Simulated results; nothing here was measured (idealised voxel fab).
process module | voxel wiring stack
cross-section cut | 180 nm wide | cells 5 nm
A cross-section is a grid of square cells, given in bands from the top down. A band is one or more rows of cells.
Each band's line starts with the height of the band's top and of its bottom, in nm. Then come its materials from left to right, each with its width in nm. One material with "throughout" fills the band from edge to edge. "air" is empty space.
Height 0 is the level under which the wafer as received is all one material. The lowest band goes on downwards, as in "0 down".
A width such as "30 to 40" changes by the same amount from each row of cells to the next, from the band's top row to its bottom row.
"no change" after a step means that no cell of the cross-section changed.
closed voids: empty space of 8 cells or more with no open way to the top, each as width x height at its distance from the left edge, in nm
after a step's settings: what the simulator itself notes on the step
overlay nm, on a step with a mask: how far to the right of its planned place the mask lay; to the left if negative
plan
1 op RECEIVE | material Si
2 op CONFORMAL_DEP | material SiO2 | thk nm 10
3 op DIRECTIONAL_DEP | material TiN | thk nm 5
4 op DIRECTIONAL_DEP | material W | thk nm 20
5 op MASKED_ETCH | tone cover | mask id METAL_1 | width nm 25 | pitch nm 45 | etch materials W | depth nm 20 | overlay nm 0
6 op MASKED_ETCH | tone cover | mask id METAL_1 | width nm 25 | pitch nm 45 | etch materials TiN | depth nm 5 | overlay nm 0
7 op FILL_DEP | material SiO2 | thk nm 5
8 op CMP | height nm 35
9 op CONFORMAL_DEP | material SiCN | thk nm 5
10 op DIRECTIONAL_DEP | material lowk | thk nm 25
11 op DIRECTIONAL_DEP | material aC | thk nm 15
12 op PATTERN | tone open | mask id METAL_2_HOLES | material resist | width nm 15 | pitch nm 45 | thk nm 30 | overlay nm 0
13 op DIRECTIONAL_ETCH | etch materials aC | depth nm 15
14 op STRIP | etch materials resist
15 op DIRECTIONAL_ETCH | etch materials lowk | depth nm 25
16 op STRIP | etch materials aC
17 op PATTERN | tone open | mask id METAL_2 | material resist | width nm 25 | pitch nm 45 | thk nm 15 | overlay nm 0
18 op DIRECTIONAL_ETCH | etch materials lowk | depth nm 15
19 op DIRECTIONAL_ETCH | etch materials SiCN | depth nm 5
20 op STRIP | etch materials resist
21 op CONFORMAL_DEP | material TiN | thk nm 5
22 op FILL_DEP | material Cu | thk nm 10
23 op CMP | height nm 65
24 op CONFORMAL_DEP | material SiCN | thk nm 5
25 op DIRECTIONAL_DEP | material SiO2 | thk nm 25
26 op MASKED_ETCH | tone open | mask id METAL_3_HOLES | width nm 15 | pitch nm 45 | etch materials SiO2 | depth nm 25 | overlay nm 0
27 op DIRECTIONAL_DEP | material aC | thk nm 15
28 op PATTERN | tone open | mask id METAL_3 | material resist | width nm 25 | pitch nm 45 | thk nm 30 | overlay nm -15
29 op DIRECTIONAL_ETCH | etch materials aC | depth nm 15
30 op STRIP | etch materials resist
31 op DIRECTIONAL_ETCH | etch materials SiO2 | depth nm 15
32 op DIRECTIONAL_ETCH | etch materials SiCN | depth nm 5
33 op STRIP | etch materials aC
34 op CONFORMAL_DEP | material TiN | thk nm 5
35 op FILL_DEP | material Cu | thk nm 5
36 op CMP | height nm 95
37 op CONFORMAL_DEP | material SiCN | thk nm 5
varied across the wafers: overlay nm of step 28. The plan shows the first wafer's value. All wafers start alike
first wafer as received, after step 1
  0 down: Si throughout
  closed voids: none
first wafer at the end, after step 37
  100 to 95: SiCN throughout
  95 to 85: SiO2 40 | TiN 5 | Cu 20 | TiN 5 | SiO2 15 | TiN 5 | Cu 20 | TiN 5 | SiO2 65
  85 to 75: SiO2 40 to 55 | TiN 20 to 5 | Cu 5 | TiN 5 | SiO2 15 to 30 | TiN 20 to 5 | Cu 5 | TiN 5 | SiO2 65
  75 to 70: SiO2 55 | TiN 15 | SiO2 30 | TiN 15 | SiO2 65
  70 to 65: SiCN 55 | TiN 10 | SiCN 35 | TiN 10 | SiCN 70
  65 to 55: lowk 55 | TiN 5 | Cu 15 | TiN 5 | lowk 20 | TiN 5 | Cu 15 | TiN 5 | lowk 55
  55 to 50: lowk 55 | TiN 5 | Cu 5 | TiN 15 | lowk 20 | TiN 5 | Cu 5 | TiN 15 | lowk 55
  50 to 40: lowk 55 | TiN 5 | Cu 5 | TiN 5 | lowk 30 | TiN 5 | Cu 5 | TiN 5 | lowk 65
  40 to 35: SiCN 55 | TiN 15 | SiCN 30 | TiN 15 | SiCN 65
  35 to 15: SiO2 55 | W 25 | SiO2 20 | W 25 | SiO2 55
  15 to 10: SiO2 55 | TiN 25 | SiO2 20 | TiN 25 | SiO2 55
  10 to 0: SiO2 throughout
  0 down: Si throughout
  closed voids: none
last wafer at the end
  100 to 95: SiCN throughout
  95 to 85: SiO2 55 | TiN 5 | Cu 30 | TiN 5 | SiO2 5 | TiN 5 | Cu 30 | TiN 5 | SiO2 40
  85 to 75: SiO2 55 | TiN 5 | Cu 5 | TiN 30 to 5 | SiO2 5 to 30 | TiN 5 | Cu 5 | TiN 30 to 5 | SiO2 40 to 65
  75 to 70: SiO2 55 | TiN 15 | SiO2 30 | TiN 15 | SiO2 65
  70 to 65: SiCN throughout
  65 to 55: lowk 55 | TiN 5 | Cu 15 | TiN 5 | lowk 20 | TiN 5 | Cu 15 | TiN 5 | lowk 55
  55 to 50: lowk 55 | TiN 5 | Cu 5 | TiN 15 | lowk 20 | TiN 5 | Cu 5 | TiN 15 | lowk 55
  50 to 40: lowk 55 | TiN 5 | Cu 5 | TiN 5 | lowk 30 | TiN 5 | Cu 5 | TiN 5 | lowk 65
  40 to 35: SiCN 55 | TiN 15 | SiCN 30 | TiN 15 | SiCN 65
  35 to 15: SiO2 55 | W 25 | SiO2 20 | W 25 | SiO2 55
  15 to 10: SiO2 55 | TiN 25 | SiO2 20 | TiN 25 | SiO2 55
  10 to 0: SiO2 throughout
  0 down: Si throughout
  closed voids: none
each wafer at the end: cells of each material gained (+) or lost (-) since it was received, then its closed voids
overlay nm -15 | +38 Cu | +98 SiCN | +334 SiO2 | +72 TiN | +40 W | +138 lowk | closed voids: none
overlay nm -10 | +36 Cu | +96 SiCN | +340 SiO2 | +70 TiN | +40 W | +138 lowk | closed voids: none
overlay nm -5 | +36 Cu | +96 SiCN | +340 SiO2 | +70 TiN | +40 W | +138 lowk | closed voids: none
overlay nm 0 | +36 Cu | +96 SiCN | +340 SiO2 | +70 TiN | +40 W | +138 lowk | closed voids: none
overlay nm 5 | +38 Cu | +98 SiCN | +334 SiO2 | +72 TiN | +40 W | +138 lowk | closed voids: none
overlay nm 10 | +42 Cu | +100 SiCN | +328 SiO2 | +72 TiN | +40 W | +138 lowk | closed voids: none
overlay nm 15 | +46 Cu | +102 SiCN | +322 SiO2 | +72 TiN | +40 W | +138 lowk | closed voids: none
